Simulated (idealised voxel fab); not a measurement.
Module name: voxel transistor to metal (process module)
The cross-section on display is named cut; it measures 155 nm wide, and its cells are 5 nm squares.
Cross-section = grid of square cells, listed top down in bands; band = one or more rows.
Basically the band line says how high the top is and how high the bottom is, in nm, and then what's in it from left to right, every material with its width in nm. Empty space shows up as "air", and if a single material carries "everywhere" it runs the full band edge to edge.
Heights are reckoned from 0. Under this level, the received wafer is all of one material. The bottommost band is open-ended downward, for example "0 down".
Width: "30 to 40" (first number = top row, second number = bottom row, same change from row to row of cells).
It should be understood that the words "all unchanged", when stated for a given step, signify that the cross-section underwent no change in any of its cells during that step.
If an empty space has no open way to the top and is at least 8 cells in size, "Enclosed internal voids" lists it, written width x height at distance, where distance is measured from the left edge and every value is in nm.
Formally, on a step line, whatever follows the settings is a remark that the simulator itself makes on the step.
overlay nm: where the mask lay relative to plan, measured to the right, on steps with a mask; negatives go left.
The steps planned for the process are as follows
step 1: RECEIVE: material Si
step 2: OXIDIZE: depth nm 5
step 3: CONFORMAL_DEP: material SiN, thk nm 10
step 4: MASKED_ETCH: tone cover, mask id ACTIVE, width nm 105, etch materials SiN, depth nm 10, overlay nm 0
step 5: MASKED_ETCH: tone cover, mask id ACTIVE, width nm 105, etch materials SiO2, depth nm 5, overlay nm 0
step 6: MASKED_ETCH: tone cover, mask id ACTIVE, width nm 105, etch materials Si, depth nm 25, overlay nm 0
step 7: OXIDIZE: depth nm 5
step 8: FILL_DEP: material SiO2, thk nm 5
step 9: CMP: height nm 10
step 10: SELECTIVE_ETCH: etch materials SiO2, depth nm 10
step 11: STRIP: etch materials SiN
step 12: SELECTIVE_ETCH: etch materials SiO2, depth nm 5
step 13: OXIDIZE: depth nm 5
step 14: DIRECTIONAL_DEP: material polySi, thk nm 30
step 15: DIRECTIONAL_DEP: material SiCN, thk nm 15
step 16: DIRECTIONAL_DEP: material aC, thk nm 15
step 17: PATTERN: tone cover, mask id GATE, material resist, width nm 25, thk nm 30, overlay nm 0
step 18: DIRECTIONAL_ETCH: etch materials aC, depth nm 15
step 19: STRIP: etch materials resist
step 20: DIRECTIONAL_ETCH: etch materials SiCN, depth nm 25
step 21: DIRECTIONAL_ETCH: etch materials polySi, depth nm 40
step 22: STRIP: etch materials aC
step 23: CONFORMAL_DEP: material SiO2, thk nm 5
step 24: DIRECTIONAL_ETCH: etch materials SiO2, depth nm 5
step 25: CONFORMAL_DEP: material SiN, thk nm 5
step 26: DIRECTIONAL_ETCH: etch materials SiN, depth nm 5
step 27: DIRECTIONAL_ETCH: etch materials SiO2, depth nm 5
step 28: EPI: material nSi, thk nm 5
step 29: FILL_DEP: material SiO2, thk nm 10
step 30: CMP: height nm 25
step 31: STRIP: etch materials polySi
step 32: SELECTIVE_ETCH: etch materials SiO2, depth nm 5
step 33: CONFORMAL_DEP: material HfO2, thk nm 5
step 34: CONFORMAL_DEP: material TiN, thk nm 5
step 35: FILL_DEP: material W, thk nm 5
step 36: CMP: height nm 20
step 37: DIRECTIONAL_DEP: material SiO2, thk nm 15
step 38: DIRECTIONAL_DEP: material aC, thk nm 15
step 39: PATTERN: tone open, mask id CONTACT, material resist, width nm 20, pitch nm 75, thk nm 35, overlay nm 0
step 40: DIRECTIONAL_ETCH: etch materials aC, depth nm 15
step 41: STRIP: etch materials resist
step 42: DIRECTIONAL_ETCH: etch materials SiO2, depth nm 40
step 43: STRIP: etch materials aC
step 44: CONFORMAL_DEP: material TiN, thk nm 5
step 45: FILL_DEP: material W, thk nm 5
step 46: CMP: height nm 35
step 47: CONFORMAL_DEP: material SiCN, thk nm 5
step 48: DIRECTIONAL_DEP: material lowk, thk nm 25
step 49: PATTERN: tone open, mask id METAL_1, material resist, width nm 20, pitch nm 75, thk nm 20, overlay nm 0
step 50: DIRECTIONAL_ETCH: etch materials lowk, depth nm 25
step 51: DIRECTIONAL_ETCH: etch materials SiCN, depth nm 5
step 52: STRIP: etch materials resist
step 53: CONFORMAL_DEP: material TiN, thk nm 5
step 54: FILL_DEP: material Ru, thk nm 5
step 55: CMP: height nm 65
step 56: EPI: material Ru, thk nm 5
step 57: FILL_DEP: material SiCN, thk nm 5
step 58: DIRECTIONAL_DEP: material SiO2, thk nm 30
step 59: PATTERN: tone open, mask id METAL_2_HOLES, material resist, width nm 15, pitch nm 75, thk nm 15, overlay nm 0
step 60: DIRECTIONAL_ETCH: etch materials SiO2, depth nm 30
step 61: STRIP: etch materials resist
step 62: DIRECTIONAL_DEP: material aC, thk nm 10
step 63: PATTERN: tone open, mask id METAL_2, material resist, width nm 20, pitch nm 75, thk nm 25, overlay nm 0
step 64: DIRECTIONAL_ETCH: etch materials aC, depth nm 10
step 65: STRIP: etch materials resist
step 66: DIRECTIONAL_ETCH: etch materials SiO2, depth nm 15
step 67: DIRECTIONAL_ETCH: etch materials SiCN, depth nm 5
step 68: STRIP: etch materials aC
step 69: CONFORMAL_DEP: material TiN, thk nm 5
step 70: FILL_DEP: material Cu, thk nm 10
step 71: CMP: height nm 105
step 72: CONFORMAL_DEP: material SiCN, thk nm 5
So this is the incoming wafer in cross-section - it's already been through step 1
    0 down = Si everywhere
    Enclosed internal voids: none
Result of the module, cross-sectioned: start per above, plan per above, one error in how it was run
    110 to 105 = SiCN everywhere
    105 to 90 = 30 SiO2  5 TiN  10 Cu  5 TiN  55 SiO2  5 TiN  10 Cu  5 TiN  30 SiO2
    90 to 85 = 30 SiO2  5 TiN  5 Cu  10 TiN  55 SiO2  5 TiN  5 Cu  10 TiN  30 SiO2
    85 to 75 = 30 SiO2  5 TiN  5 Cu  5 TiN  60 SiO2  5 TiN  5 Cu  5 TiN  35 SiO2
    75 to 70 = 30 SiCN  15 TiN  60 SiCN  15 TiN  35 SiCN
    70 to 65 = 25 SiCN  30 Ru  45 SiCN  30 Ru  25 SiCN
    65 to 40 = 30 lowk  5 TiN  10 Ru  5 TiN  55 lowk  5 TiN  10 Ru  5 TiN  30 lowk
    40 to 35 = 30 SiCN  20 TiN  55 SiCN  20 TiN  30 SiCN
    35 to 20 = 30 SiO2  5 TiN  10 W  5 TiN  55 SiO2  5 TiN  10 W  5 TiN  30 SiO2
    20 to 0 = 30 SiO2  5 TiN  10 W  5 TiN  5 SiO2  5 SiN  5 HfO2  5 TiN  15 W  5 TiN  5 HfO2  5 SiN  5 SiO2  5 TiN  10 W  5 TiN  30 SiO2
    0 to -5 = 30 SiO2  20 TiN  5 SiO2  5 SiN  5 HfO2  25 TiN  5 HfO2  5 SiN  5 SiO2  20 TiN  30 SiO2
    -5 to -10 = 25 SiO2  30 nSi  5 SiO2  35 HfO2  5 SiO2  30 nSi  25 SiO2
    -10 to -35 = 30 SiO2  95 Si  30 SiO2
    -35 down = Si everywhere
    Enclosed internal voids: none
Misprocessing identified: contrary to plan, step 66 was performed as DIRECTIONAL_ETCH: etch materials SiO2, depth nm 20
